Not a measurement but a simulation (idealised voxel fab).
This is a process module. Its name is voxel wiring stack.
We display cut, a cross-section 205 nm in width whose square cells are each 5 nm.
How to read a cross-section here: the picture is a grid of square cells, written as bands going from the top down, and any band can span one or more rows of cells. Band: top height; bottom height; in nm. Then, left to right: material with width in nm, for each material. "edge to edge": a single material spanning edge to edge. "empty": empty space. Heights from 0 (as-received wafer is one material below). Bottom band endless downward, as "from 0 down". Quick explanation for "30->40": the width changes in equal steps down the rows of cells, from the first number in the band's top row to the second number in its bottom row. For the purposes of this document, the phrase "remained the same" attached to a step denotes that no cell within the cross-section was modified by that step. Voids not open to the top, 8 cells minimum: see "Unvented internal voids". Written width x height at distance; distance is from the left edge; nm. Past the settings on a step's line: simulator remark, on that step. What "overlay nm" on a step's line means: if the step has a mask, that mask lay this far to the right of its planned place, or, when the value is negative, to the left.
Process steps foreseen in the plan
1 RECEIVE (material Si)
2 CONFORMAL_DEP (material SiO2; thk nm 10)
3 DIRECTIONAL_DEP (material TiN; thk nm 5)
4 DIRECTIONAL_DEP (material Ru; thk nm 15)
5 MASKED_ETCH (tone cover; mask id METAL_1; width nm 25; pitch nm 45; etch materials Ru; depth nm 15; overlay nm 0)
6 MASKED_ETCH (tone cover; mask id METAL_1; width nm 25; pitch nm 45; etch materials TiN; depth nm 5; overlay nm 0)
7 FILL_DEP (material lowk; thk nm 5)
8 CMP (height nm 30)
9 CONFORMAL_DEP (material SiCN; thk nm 5)
10 DIRECTIONAL_DEP (material lowk; thk nm 35)
11 DIRECTIONAL_DEP (material aC; thk nm 15)
12 PATTERN (tone open; mask id METAL_2_HOLES; material resist; width nm 15; pitch nm 45; thk nm 30; overlay nm 0)
13 DIRECTIONAL_ETCH (etch materials aC; depth nm 15)
14 STRIP (etch materials resist)
15 DIRECTIONAL_ETCH (etch materials lowk; depth nm 35)
16 STRIP (etch materials aC)
17 PATTERN (tone open; mask id METAL_2; material resist; width nm 25; pitch nm 45; thk nm 20; overlay nm 0)
18 DIRECTIONAL_ETCH (etch materials lowk; depth nm 20)
19 DIRECTIONAL_ETCH (etch materials SiCN; depth nm 5)
20 STRIP (etch materials resist)
21 CONFORMAL_DEP (material TiN; thk nm 5)
22 FILL_DEP (material Cu; thk nm 5)
23 CMP (height nm 70)
24 CONFORMAL_DEP (material SiCN; thk nm 5)
25 DIRECTIONAL_DEP (material lowk; thk nm 20)
26 PATTERN (tone open; mask id PLUG_2; material resist; width nm 15; pitch nm 90; thk nm 15; overlay nm 0)
27 DIRECTIONAL_ETCH (etch materials lowk; depth nm 20)
28 DIRECTIONAL_ETCH (etch materials SiCN; depth nm 5)
29 STRIP (etch materials resist)
30 CONFORMAL_DEP (material TiN; thk nm 5)
31 FILL_DEP (material W; thk nm 10)
32 CMP (height nm 95)
33 DIRECTIONAL_DEP (material TiN; thk nm 5)
34 DIRECTIONAL_DEP (material W; thk nm 15)
35 MASKED_ETCH (tone cover; mask id METAL_3; width nm 25; pitch nm 45; etch materials W; depth nm 15; overlay nm 0)
36 MASKED_ETCH (tone cover; mask id METAL_3; width nm 25; pitch nm 45; etch materials TiN; depth nm 5; overlay nm 0)
37 CONFORMAL_DEP (material SiN; thk nm 5)
38 FILL_DEP (material SiO2; thk nm 5)
39 CMP (height nm 115)
40 CONFORMAL_DEP (material SiCN; thk nm 5)
On the first of the two wafers: run conducted according to plan
Cross-section of the incoming wafer, state after step 1
	from 0 down: Si edge to edge
	Unvented internal voids: none
After step 2: wafer cross-section
	from 10 to 0: SiO2 edge to edge
	Everything below 0 is unchanged.
After step 3: wafer cross-section
	from 15 to 10: TiN edge to edge
	Everything below 10 is unchanged.
After step 4: wafer cross-section
	from 30 to 15: Ru edge to edge
	Everything below 15 is unchanged.
After step 5: wafer cross-section
	from 30 to 15: empty 20 nm; Ru 25 nm; empty 20 nm; Ru 25 nm; empty 20 nm; Ru 25 nm; empty 20 nm; Ru 25 nm; empty 25 nm
	Everything below 15 is unchanged.
After step 6: wafer cross-section
	from 30 to 15: empty 20 nm; Ru 25 nm; empty 20 nm; Ru 25 nm; empty 20 nm; Ru 25 nm; empty 20 nm; Ru 25 nm; empty 25 nm
	from 15 to 10: empty 20 nm; TiN 25 nm; empty 20 nm; TiN 25 nm; empty 20 nm; TiN 25 nm; empty 20 nm; TiN 25 nm; empty 25 nm
	Everything below 10 is unchanged.
After step 7: wafer cross-section
	from 35 to 30: lowk edge to edge
	from 30 to 15: lowk 20 nm; Ru 25 nm; lowk 20 nm; Ru 25 nm; lowk 20 nm; Ru 25 nm; lowk 20 nm; Ru 25 nm; lowk 25 nm
	from 15 to 10: lowk 20 nm; TiN 25 nm; lowk 20 nm; TiN 25 nm; lowk 20 nm; TiN 25 nm; lowk 20 nm; TiN 25 nm; lowk 25 nm
	Everything below 10 is unchanged.
After step 8: wafer cross-section
	from 30 to 15: lowk 20 nm; Ru 25 nm; lowk 20 nm; Ru 25 nm; lowk 20 nm; Ru 25 nm; lowk 20 nm; Ru 25 nm; lowk 25 nm
	Everything below 15 is unchanged.
After step 9: wafer cross-section
	from 35 to 30: SiCN edge to edge
	Everything below 30 is unchanged.
After step 10: wafer cross-section
	from 70 to 35: lowk edge to edge
	Everything below 35 is unchanged.
After step 11: wafer cross-section
	from 85 to 70: aC edge to edge
	Everything below 70 is unchanged.
After step 12: wafer cross-section
	from 115 to 85: resist 20 nm; empty 15 nm; resist 30 nm; empty 15 nm; resist 30 nm; empty 15 nm; resist 30 nm; empty 15 nm; resist 35 nm
	Everything below 85 is unchanged.
After step 13: wafer cross-section
	from 100 to 85: resist 20 nm; empty 15 nm; resist 30 nm; empty 15 nm; resist 30 nm; empty 15 nm; resist 30 nm; empty 15 nm; resist 35 nm
	from 85 to 70: aC 20 nm; empty 15 nm; aC 30 nm; empty 15 nm; aC 30 nm; empty 15 nm; aC 30 nm; empty 15 nm; aC 35 nm
	Everything below 70 is unchanged.
After step 14: wafer cross-section
	from 85 to 70: aC 20 nm; empty 15 nm; aC 30 nm; empty 15 nm; aC 30 nm; empty 15 nm; aC 30 nm; empty 15 nm; aC 35 nm
	Everything below 70 is unchanged.
After step 15: wafer cross-section
	from 85 to 70: aC 20 nm; empty 15 nm; aC 30 nm; empty 15 nm; aC 30 nm; empty 15 nm; aC 30 nm; empty 15 nm; aC 35 nm
	from 70 to 35: lowk 20 nm; empty 15 nm; lowk 30 nm; empty 15 nm; lowk 30 nm; empty 15 nm; lowk 30 nm; empty 15 nm; lowk 35 nm
	Everything below 35 is unchanged.
After step 16: wafer cross-section
	from 70 to 35: lowk 20 nm; empty 15 nm; lowk 30 nm; empty 15 nm; lowk 30 nm; empty 15 nm; lowk 30 nm; empty 15 nm; lowk 35 nm
	Everything below 35 is unchanged.
After step 17: wafer cross-section
	from 90 to 70: resist 20 nm; empty 25 nm; resist 20 nm; empty 25 nm; resist 20 nm; empty 25 nm; resist 20 nm; empty 25 nm; resist 25 nm
	Everything below 70 is unchanged.
After step 18: wafer cross-section
	from 90 to 70: resist 20 nm; empty 25 nm; resist 20 nm; empty 25 nm; resist 20 nm; empty 25 nm; resist 20 nm; empty 25 nm; resist 25 nm
	from 70 to 50: lowk 20 nm; empty 25 nm; lowk 20 nm; empty 25 nm; lowk 20 nm; empty 25 nm; lowk 20 nm; empty 25 nm; lowk 25 nm
	Everything below 50 is unchanged.
After step 19: wafer cross-section
	from 90 to 70: resist 20 nm; empty 25 nm; resist 20 nm; empty 25 nm; resist 20 nm; empty 25 nm; resist 20 nm; empty 25 nm; resist 25 nm
	from 70 to 50: lowk 20 nm; empty 25 nm; lowk 20 nm; empty 25 nm; lowk 20 nm; empty 25 nm; lowk 20 nm; empty 25 nm; lowk 25 nm
	from 50 to 35: lowk 20 nm; empty 15 nm; lowk 30 nm; empty 15 nm; lowk 30 nm; empty 15 nm; lowk 30 nm; empty 15 nm; lowk 35 nm
	from 35 to 30: SiCN 20 nm; empty 15 nm; SiCN 30 nm; empty 15 nm; SiCN 30 nm; empty 15 nm; SiCN 30 nm; empty 15 nm; SiCN 35 nm
	Everything below 30 is unchanged.
After step 20: wafer cross-section
	from 70 to 50: lowk 20 nm; empty 25 nm; lowk 20 nm; empty 25 nm; lowk 20 nm; empty 25 nm; lowk 20 nm; empty 25 nm; lowk 25 nm
	Everything below 50 is unchanged.
After step 21: wafer cross-section
	from 75 to 70: TiN 25 nm; empty 15 nm; TiN 30 nm; empty 15 nm; TiN 30 nm; empty 15 nm; TiN 30 nm; empty 15 nm; TiN 30 nm
	from 70 to 55: lowk 20 nm; TiN 5 nm; empty 15 nm; TiN 5 nm; lowk 20 nm; TiN 5 nm; empty 15 nm; TiN 5 nm; lowk 20 nm; TiN 5 nm; empty 15 nm; TiN 5 nm; lowk 20 nm; TiN 5 nm; empty 15 nm; TiN 5 nm; lowk 25 nm
	from 55 to 50: lowk 20 nm; TiN 5 nm; empty 5 nm; TiN 15 nm; lowk 20 nm; TiN 5 nm; empty 5 nm; TiN 15 nm; lowk 20 nm; TiN 5 nm; empty 5 nm; TiN 15 nm; lowk 20 nm; TiN 5 nm; empty 5 nm; TiN 15 nm; lowk 25 nm
	from 50 to 35: lowk 20 nm; TiN 5 nm; empty 5 nm; TiN 5 nm; lowk 30 nm; TiN 5 nm; empty 5 nm; TiN 5 nm; lowk 30 nm; TiN 5 nm; empty 5 nm; TiN 5 nm; lowk 30 nm; TiN 5 nm; empty 5 nm; TiN 5 nm; lowk 35 nm
	from 35 to 30: SiCN 20 nm; TiN 15 nm; SiCN 30 nm; TiN 15 nm; SiCN 30 nm; TiN 15 nm; SiCN 30 nm; TiN 15 nm; SiCN 35 nm
	Everything below 30 is unchanged.
After step 22: wafer cross-section
	from 80 to 75: Cu edge to edge
	from 75 to 70: TiN 25 nm; Cu 15 nm; TiN 30 nm; Cu 15 nm; TiN 30 nm; Cu 15 nm; TiN 30 nm; Cu 15 nm; TiN 30 nm
	from 70 to 55: lowk 20 nm; TiN 5 nm; Cu 15 nm; TiN 5 nm; lowk 20 nm; TiN 5 nm; Cu 15 nm; TiN 5 nm; lowk 20 nm; TiN 5 nm; Cu 15 nm; TiN 5 nm; lowk 20 nm; TiN 5 nm; Cu 15 nm; TiN 5 nm; lowk 25 nm
	from 55 to 50: lowk 20 nm; TiN 5 nm; Cu 5 nm; TiN 15 nm; lowk 20 nm; TiN 5 nm; Cu 5 nm; TiN 15 nm; lowk 20 nm; TiN 5 nm; Cu 5 nm; TiN 15 nm; lowk 20 nm; TiN 5 nm; Cu 5 nm; TiN 15 nm; lowk 25 nm
	from 50 to 35: lowk 20 nm; TiN 5 nm; Cu 5 nm; TiN 5 nm; lowk 30 nm; TiN 5 nm; Cu 5 nm; TiN 5 nm; lowk 30 nm; TiN 5 nm; Cu 5 nm; TiN 5 nm; lowk 30 nm; TiN 5 nm; Cu 5 nm; TiN 5 nm; lowk 35 nm
	Everything below 35 is unchanged.
After step 23: wafer cross-section
	from 70 to 55: lowk 20 nm; TiN 5 nm; Cu 15 nm; TiN 5 nm; lowk 20 nm; TiN 5 nm; Cu 15 nm; TiN 5 nm; lowk 20 nm; TiN 5 nm; Cu 15 nm; TiN 5 nm; lowk 20 nm; TiN 5 nm; Cu 15 nm; TiN 5 nm; lowk 25 nm
	Everything below 55 is unchanged.
After step 24: wafer cross-section
	from 75 to 70: SiCN edge to edge
	Everything below 70 is unchanged.
After step 25: wafer cross-section
	from 95 to 75: lowk edge to edge
	Everything below 75 is unchanged.
After step 26: wafer cross-section
	from 110 to 95: resist 20 nm; empty 15 nm; resist 75 nm; empty 15 nm; resist 80 nm
	Everything below 95 is unchanged.
After step 27: wafer cross-section
	from 110 to 95: resist 20 nm; empty 15 nm; resist 75 nm; empty 15 nm; resist 80 nm
	from 95 to 75: lowk 20 nm; empty 15 nm; lowk 75 nm; empty 15 nm; lowk 80 nm
	Everything below 75 is unchanged.
After step 28: wafer cross-section
	from 110 to 95: resist 20 nm; empty 15 nm; resist 75 nm; empty 15 nm; resist 80 nm
	from 95 to 75: lowk 20 nm; empty 15 nm; lowk 75 nm; empty 15 nm; lowk 80 nm
	from 75 to 70: SiCN 20 nm; empty 15 nm; SiCN 75 nm; empty 15 nm; SiCN 80 nm
	Everything below 70 is unchanged.
After step 29: wafer cross-section
	from 95 to 75: lowk 20 nm; empty 15 nm; lowk 75 nm; empty 15 nm; lowk 80 nm
	Everything below 75 is unchanged.
After step 30: wafer cross-section
	from 100 to 95: TiN 25 nm; empty 5 nm; TiN 85 nm; empty 5 nm; TiN 85 nm
	from 95 to 75: lowk 20 nm; TiN 5 nm; empty 5 nm; TiN 5 nm; lowk 75 nm; TiN 5 nm; empty 5 nm; TiN 5 nm; lowk 80 nm
	from 75 to 70: SiCN 20 nm; TiN 15 nm; SiCN 75 nm; TiN 15 nm; SiCN 80 nm
	Everything below 70 is unchanged.
After step 31: wafer cross-section
	from 110 to 100: W edge to edge
	from 100 to 95: TiN 25 nm; W 5 nm; TiN 85 nm; W 5 nm; TiN 85 nm
	from 95 to 75: lowk 20 nm; TiN 5 nm; W 5 nm; TiN 5 nm; lowk 75 nm; TiN 5 nm; W 5 nm; TiN 5 nm; lowk 80 nm
	Everything below 75 is unchanged.
After step 32: wafer cross-section
	from 95 to 75: lowk 20 nm; TiN 5 nm; W 5 nm; TiN 5 nm; lowk 75 nm; TiN 5 nm; W 5 nm; TiN 5 nm; lowk 80 nm
	Everything below 75 is unchanged.
After step 33: wafer cross-section
	from 100 to 95: TiN edge to edge
	Everything below 95 is unchanged.
After step 34: wafer cross-section
	from 115 to 100: W edge to edge
	Everything below 100 is unchanged.
After step 35: wafer cross-section
	from 115 to 100: empty 20 nm; W 25 nm; empty 20 nm; W 25 nm; empty 20 nm; W 25 nm; empty 20 nm; W 25 nm; empty 25 nm
	Everything below 100 is unchanged.
After step 36: wafer cross-section
	from 115 to 100: empty 20 nm; W 25 nm; empty 20 nm; W 25 nm; empty 20 nm; W 25 nm; empty 20 nm; W 25 nm; empty 25 nm
	from 100 to 95: empty 20 nm; TiN 25 nm; empty 20 nm; TiN 25 nm; empty 20 nm; TiN 25 nm; empty 20 nm; TiN 25 nm; empty 25 nm
	Everything below 95 is unchanged.
After step 37: wafer cross-section
	from 120 to 115: empty 15 nm; SiN 35 nm; empty 10 nm; SiN 35 nm; empty 10 nm; SiN 35 nm; empty 10 nm; SiN 35 nm; empty 20 nm
	from 115 to 100: empty 15 nm; SiN 5 nm; W 25 nm; SiN 5 nm; empty 10 nm; SiN 5 nm; W 25 nm; SiN 5 nm; empty 10 nm; SiN 5 nm; W 25 nm; SiN 5 nm; empty 10 nm; SiN 5 nm; W 25 nm; SiN 5 nm; empty 20 nm
	from 100 to 95: SiN 20 nm; TiN 25 nm; SiN 20 nm; TiN 25 nm; SiN 20 nm; TiN 25 nm; SiN 20 nm; TiN 25 nm; SiN 25 nm
	Everything below 95 is unchanged.
After step 38: wafer cross-section
	from 125 to 120: SiO2 edge to edge
	from 120 to 115: SiO2 15 nm; SiN 35 nm; SiO2 10 nm; SiN 35 nm; SiO2 10 nm; SiN 35 nm; SiO2 10 nm; SiN 35 nm; SiO2 20 nm
	from 115 to 100: SiO2 15 nm; SiN 5 nm; W 25 nm; SiN 5 nm; SiO2 10 nm; SiN 5 nm; W 25 nm; SiN 5 nm; SiO2 10 nm; SiN 5 nm; W 25 nm; SiN 5 nm; SiO2 10 nm; SiN 5 nm; W 25 nm; SiN 5 nm; SiO2 20 nm
	Everything below 100 is unchanged.
After step 39: wafer cross-section
	from 115 to 100: SiO2 15 nm; SiN 5 nm; W 25 nm; SiN 5 nm; SiO2 10 nm; SiN 5 nm; W 25 nm; SiN 5 nm; SiO2 10 nm; SiN 5 nm; W 25 nm; SiN 5 nm; SiO2 10 nm; SiN 5 nm; W 25 nm; SiN 5 nm; SiO2 20 nm
	Everything below 100 is unchanged.
After step 40: wafer cross-section
	from 120 to 115: SiCN edge to edge
	Everything below 115 is unchanged.
Second Wafer (Identical Start and Plan, One Processing Error; Matches First Wafer Through Step 2)
What the second wafer looks like in cross-section when step 3 should have wrapped up: remained the same
What the second wafer looks like in cross-section when step 4 should have wrapped up
	from 25 to 10: Ru edge to edge
	Everything below 10 is unchanged.
What the second wafer looks like in cross-section when step 5 should have wrapped up
	from 25 to 10: empty 20 nm; Ru 25 nm; empty 20 nm; Ru 25 nm; empty 20 nm; Ru 25 nm; empty 20 nm; Ru 25 nm; empty 25 nm
	Everything below 10 is unchanged.
What the second wafer looks like in cross-section when step 6 should have wrapped up: remained the same
What the second wafer looks like in cross-section when step 7 should have wrapped up
	from 30 to 25: lowk edge to edge
	from 25 to 10: lowk 20 nm; Ru 25 nm; lowk 20 nm; Ru 25 nm; lowk 20 nm; Ru 25 nm; lowk 20 nm; Ru 25 nm; lowk 25 nm
	Everything below 10 is unchanged.
What the second wafer looks like in cross-section when step 8 should have wrapped up: remained the same
What the second wafer looks like in cross-section when step 9 should have wrapped up
	from 35 to 30: SiCN edge to edge
	Everything below 30 is unchanged.
What the second wafer looks like in cross-section when step 10 should have wrapped up
	from 70 to 35: lowk edge to edge
	Everything below 35 is unchanged.
What the second wafer looks like in cross-section when step 11 should have wrapped up
	from 85 to 70: aC edge to edge
	Everything below 70 is unchanged.
What the second wafer looks like in cross-section when step 12 should have wrapped up
	from 115 to 85: resist 20 nm; empty 15 nm; resist 30 nm; empty 15 nm; resist 30 nm; empty 15 nm; resist 30 nm; empty 15 nm; resist 35 nm
	Everything below 85 is unchanged.
What the second wafer looks like in cross-section when step 13 should have wrapped up
	from 100 to 85: resist 20 nm; empty 15 nm; resist 30 nm; empty 15 nm; resist 30 nm; empty 15 nm; resist 30 nm; empty 15 nm; resist 35 nm
	from 85 to 70: aC 20 nm; empty 15 nm; aC 30 nm; empty 15 nm; aC 30 nm; empty 15 nm; aC 30 nm; empty 15 nm; aC 35 nm
	Everything below 70 is unchanged.
What the second wafer looks like in cross-section when step 14 should have wrapped up
	from 85 to 70: aC 20 nm; empty 15 nm; aC 30 nm; empty 15 nm; aC 30 nm; empty 15 nm; aC 30 nm; empty 15 nm; aC 35 nm
	Everything below 70 is unchanged.
What the second wafer looks like in cross-section when step 15 should have wrapped up
	from 85 to 70: aC 20 nm; empty 15 nm; aC 30 nm; empty 15 nm; aC 30 nm; empty 15 nm; aC 30 nm; empty 15 nm; aC 35 nm
	from 70 to 35: lowk 20 nm; empty 15 nm; lowk 30 nm; empty 15 nm; lowk 30 nm; empty 15 nm; lowk 30 nm; empty 15 nm; lowk 35 nm
	Everything below 35 is unchanged.
What the second wafer looks like in cross-section when step 16 should have wrapped up
	from 70 to 35: lowk 20 nm; empty 15 nm; lowk 30 nm; empty 15 nm; lowk 30 nm; empty 15 nm; lowk 30 nm; empty 15 nm; lowk 35 nm
	Everything below 35 is unchanged.
What the second wafer looks like in cross-section when step 17 should have wrapped up
	from 90 to 70: resist 20 nm; empty 25 nm; resist 20 nm; empty 25 nm; resist 20 nm; empty 25 nm; resist 20 nm; empty 25 nm; resist 25 nm
	Everything below 70 is unchanged.
What the second wafer looks like in cross-section when step 18 should have wrapped up
	from 90 to 70: resist 20 nm; empty 25 nm; resist 20 nm; empty 25 nm; resist 20 nm; empty 25 nm; resist 20 nm; empty 25 nm; resist 25 nm
	from 70 to 50: lowk 20 nm; empty 25 nm; lowk 20 nm; empty 25 nm; lowk 20 nm; empty 25 nm; lowk 20 nm; empty 25 nm; lowk 25 nm
	Everything below 50 is unchanged.
What the second wafer looks like in cross-section when step 19 should have wrapped up
	from 90 to 70: resist 20 nm; empty 25 nm; resist 20 nm; empty 25 nm; resist 20 nm; empty 25 nm; resist 20 nm; empty 25 nm; resist 25 nm
	from 70 to 50: lowk 20 nm; empty 25 nm; lowk 20 nm; empty 25 nm; lowk 20 nm; empty 25 nm; lowk 20 nm; empty 25 nm; lowk 25 nm
	from 50 to 35: lowk 20 nm; empty 15 nm; lowk 30 nm; empty 15 nm; lowk 30 nm; empty 15 nm; lowk 30 nm; empty 15 nm; lowk 35 nm
	from 35 to 30: SiCN 20 nm; empty 15 nm; SiCN 30 nm; empty 15 nm; SiCN 30 nm; empty 15 nm; SiCN 30 nm; empty 15 nm; SiCN 35 nm
	Everything below 30 is unchanged.
What the second wafer looks like in cross-section when step 20 should have wrapped up
	from 70 to 50: lowk 20 nm; empty 25 nm; lowk 20 nm; empty 25 nm; lowk 20 nm; empty 25 nm; lowk 20 nm; empty 25 nm; lowk 25 nm
	Everything below 50 is unchanged.
What the second wafer looks like in cross-section when step 21 should have wrapped up
	from 75 to 70: TiN 25 nm; empty 15 nm; TiN 30 nm; empty 15 nm; TiN 30 nm; empty 15 nm; TiN 30 nm; empty 15 nm; TiN 30 nm
	from 70 to 55: lowk 20 nm; TiN 5 nm; empty 15 nm; TiN 5 nm; lowk 20 nm; TiN 5 nm; empty 15 nm; TiN 5 nm; lowk 20 nm; TiN 5 nm; empty 15 nm; TiN 5 nm; lowk 20 nm; TiN 5 nm; empty 15 nm; TiN 5 nm; lowk 25 nm
	from 55 to 50: lowk 20 nm; TiN 5 nm; empty 5 nm; TiN 15 nm; lowk 20 nm; TiN 5 nm; empty 5 nm; TiN 15 nm; lowk 20 nm; TiN 5 nm; empty 5 nm; TiN 15 nm; lowk 20 nm; TiN 5 nm; empty 5 nm; TiN 15 nm; lowk 25 nm
	from 50 to 35: lowk 20 nm; TiN 5 nm; empty 5 nm; TiN 5 nm; lowk 30 nm; TiN 5 nm; empty 5 nm; TiN 5 nm; lowk 30 nm; TiN 5 nm; empty 5 nm; TiN 5 nm; lowk 30 nm; TiN 5 nm; empty 5 nm; TiN 5 nm; lowk 35 nm
	from 35 to 30: SiCN 20 nm; TiN 15 nm; SiCN 30 nm; TiN 15 nm; SiCN 30 nm; TiN 15 nm; SiCN 30 nm; TiN 15 nm; SiCN 35 nm
	Everything below 30 is unchanged.
What the second wafer looks like in cross-section when step 22 should have wrapped up
	from 80 to 75: Cu edge to edge
	from 75 to 70: TiN 25 nm; Cu 15 nm; TiN 30 nm; Cu 15 nm; TiN 30 nm; Cu 15 nm; TiN 30 nm; Cu 15 nm; TiN 30 nm
	from 70 to 55: lowk 20 nm; TiN 5 nm; Cu 15 nm; TiN 5 nm; lowk 20 nm; TiN 5 nm; Cu 15 nm; TiN 5 nm; lowk 20 nm; TiN 5 nm; Cu 15 nm; TiN 5 nm; lowk 20 nm; TiN 5 nm; Cu 15 nm; TiN 5 nm; lowk 25 nm
	from 55 to 50: lowk 20 nm; TiN 5 nm; Cu 5 nm; TiN 15 nm; lowk 20 nm; TiN 5 nm; Cu 5 nm; TiN 15 nm; lowk 20 nm; TiN 5 nm; Cu 5 nm; TiN 15 nm; lowk 20 nm; TiN 5 nm; Cu 5 nm; TiN 15 nm; lowk 25 nm
	from 50 to 35: lowk 20 nm; TiN 5 nm; Cu 5 nm; TiN 5 nm; lowk 30 nm; TiN 5 nm; Cu 5 nm; TiN 5 nm; lowk 30 nm; TiN 5 nm; Cu 5 nm; TiN 5 nm; lowk 30 nm; TiN 5 nm; Cu 5 nm; TiN 5 nm; lowk 35 nm
	Everything below 35 is unchanged.
What the second wafer looks like in cross-section when step 23 should have wrapped up
	from 70 to 55: lowk 20 nm; TiN 5 nm; Cu 15 nm; TiN 5 nm; lowk 20 nm; TiN 5 nm; Cu 15 nm; TiN 5 nm; lowk 20 nm; TiN 5 nm; Cu 15 nm; TiN 5 nm; lowk 20 nm; TiN 5 nm; Cu 15 nm; TiN 5 nm; lowk 25 nm
	Everything below 55 is unchanged.
What the second wafer looks like in cross-section when step 24 should have wrapped up
	from 75 to 70: SiCN edge to edge
	Everything below 70 is unchanged.
What the second wafer looks like in cross-section when step 25 should have wrapped up
	from 95 to 75: lowk edge to edge
	Everything below 75 is unchanged.
What the second wafer looks like in cross-section when step 26 should have wrapped up
	from 110 to 95: resist 20 nm; empty 15 nm; resist 75 nm; empty 15 nm; resist 80 nm
	Everything below 95 is unchanged.
What the second wafer looks like in cross-section when step 27 should have wrapped up
	from 110 to 95: resist 20 nm; empty 15 nm; resist 75 nm; empty 15 nm; resist 80 nm
	from 95 to 75: lowk 20 nm; empty 15 nm; lowk 75 nm; empty 15 nm; lowk 80 nm
	Everything below 75 is unchanged.
What the second wafer looks like in cross-section when step 28 should have wrapped up
	from 110 to 95: resist 20 nm; empty 15 nm; resist 75 nm; empty 15 nm; resist 80 nm
	from 95 to 75: lowk 20 nm; empty 15 nm; lowk 75 nm; empty 15 nm; lowk 80 nm
	from 75 to 70: SiCN 20 nm; empty 15 nm; SiCN 75 nm; empty 15 nm; SiCN 80 nm
	Everything below 70 is unchanged.
What the second wafer looks like in cross-section when step 29 should have wrapped up
	from 95 to 75: lowk 20 nm; empty 15 nm; lowk 75 nm; empty 15 nm; lowk 80 nm
	Everything below 75 is unchanged.
What the second wafer looks like in cross-section when step 30 should have wrapped up
	from 100 to 95: TiN 25 nm; empty 5 nm; TiN 85 nm; empty 5 nm; TiN 85 nm
	from 95 to 75: lowk 20 nm; TiN 5 nm; empty 5 nm; TiN 5 nm; lowk 75 nm; TiN 5 nm; empty 5 nm; TiN 5 nm; lowk 80 nm
	from 75 to 70: SiCN 20 nm; TiN 15 nm; SiCN 75 nm; TiN 15 nm; SiCN 80 nm
	Everything below 70 is unchanged.
What the second wafer looks like in cross-section when step 31 should have wrapped up
	from 110 to 100: W edge to edge
	from 100 to 95: TiN 25 nm; W 5 nm; TiN 85 nm; W 5 nm; TiN 85 nm
	from 95 to 75: lowk 20 nm; TiN 5 nm; W 5 nm; TiN 5 nm; lowk 75 nm; TiN 5 nm; W 5 nm; TiN 5 nm; lowk 80 nm
	Everything below 75 is unchanged.
What the second wafer looks like in cross-section when step 32 should have wrapped up
	from 95 to 75: lowk 20 nm; TiN 5 nm; W 5 nm; TiN 5 nm; lowk 75 nm; TiN 5 nm; W 5 nm; TiN 5 nm; lowk 80 nm
	Everything below 75 is unchanged.
What the second wafer looks like in cross-section when step 33 should have wrapped up
	from 100 to 95: TiN edge to edge
	Everything below 95 is unchanged.
What the second wafer looks like in cross-section when step 34 should have wrapped up
	from 115 to 100: W edge to edge
	Everything below 100 is unchanged.
What the second wafer looks like in cross-section when step 35 should have wrapped up
	from 115 to 100: empty 20 nm; W 25 nm; empty 20 nm; W 25 nm; empty 20 nm; W 25 nm; empty 20 nm; W 25 nm; empty 25 nm
	Everything below 100 is unchanged.
What the second wafer looks like in cross-section when step 36 should have wrapped up
	from 115 to 100: empty 20 nm; W 25 nm; empty 20 nm; W 25 nm; empty 20 nm; W 25 nm; empty 20 nm; W 25 nm; empty 25 nm
	from 100 to 95: empty 20 nm; TiN 25 nm; empty 20 nm; TiN 25 nm; empty 20 nm; TiN 25 nm; empty 20 nm; TiN 25 nm; empty 25 nm
	Everything below 95 is unchanged.
What the second wafer looks like in cross-section when step 37 should have wrapped up
	from 120 to 115: empty 15 nm; SiN 35 nm; empty 10 nm; SiN 35 nm; empty 10 nm; SiN 35 nm; empty 10 nm; SiN 35 nm; empty 20 nm
	from 115 to 100: empty 15 nm; SiN 5 nm; W 25 nm; SiN 5 nm; empty 10 nm; SiN 5 nm; W 25 nm; SiN 5 nm; empty 10 nm; SiN 5 nm; W 25 nm; SiN 5 nm; empty 10 nm; SiN 5 nm; W 25 nm; SiN 5 nm; empty 20 nm
	from 100 to 95: SiN 20 nm; TiN 25 nm; SiN 20 nm; TiN 25 nm; SiN 20 nm; TiN 25 nm; SiN 20 nm; TiN 25 nm; SiN 25 nm
	Everything below 95 is unchanged.
What the second wafer looks like in cross-section when step 38 should have wrapped up
	from 125 to 120: SiO2 edge to edge
	from 120 to 115: SiO2 15 nm; SiN 35 nm; SiO2 10 nm; SiN 35 nm; SiO2 10 nm; SiN 35 nm; SiO2 10 nm; SiN 35 nm; SiO2 20 nm
	from 115 to 100: SiO2 15 nm; SiN 5 nm; W 25 nm; SiN 5 nm; SiO2 10 nm; SiN 5 nm; W 25 nm; SiN 5 nm; SiO2 10 nm; SiN 5 nm; W 25 nm; SiN 5 nm; SiO2 10 nm; SiN 5 nm; W 25 nm; SiN 5 nm; SiO2 20 nm
	Everything below 100 is unchanged.
What the second wafer looks like in cross-section when step 39 should have wrapped up
	from 115 to 100: SiO2 15 nm; SiN 5 nm; W 25 nm; SiN 5 nm; SiO2 10 nm; SiN 5 nm; W 25 nm; SiN 5 nm; SiO2 10 nm; SiN 5 nm; W 25 nm; SiN 5 nm; SiO2 10 nm; SiN 5 nm; W 25 nm; SiN 5 nm; SiO2 20 nm
	Everything below 100 is unchanged.
What the second wafer looks like in cross-section when step 40 should have wrapped up
	from 120 to 115: SiCN edge to edge
	Everything below 115 is unchanged.
Plan not followed: execution of step 3 of the plan did not take place, the step having been omitted
The closing comparison, in cells, has the second wafer with more or fewer of some materials than the first: -20 TiN | +20 lowk
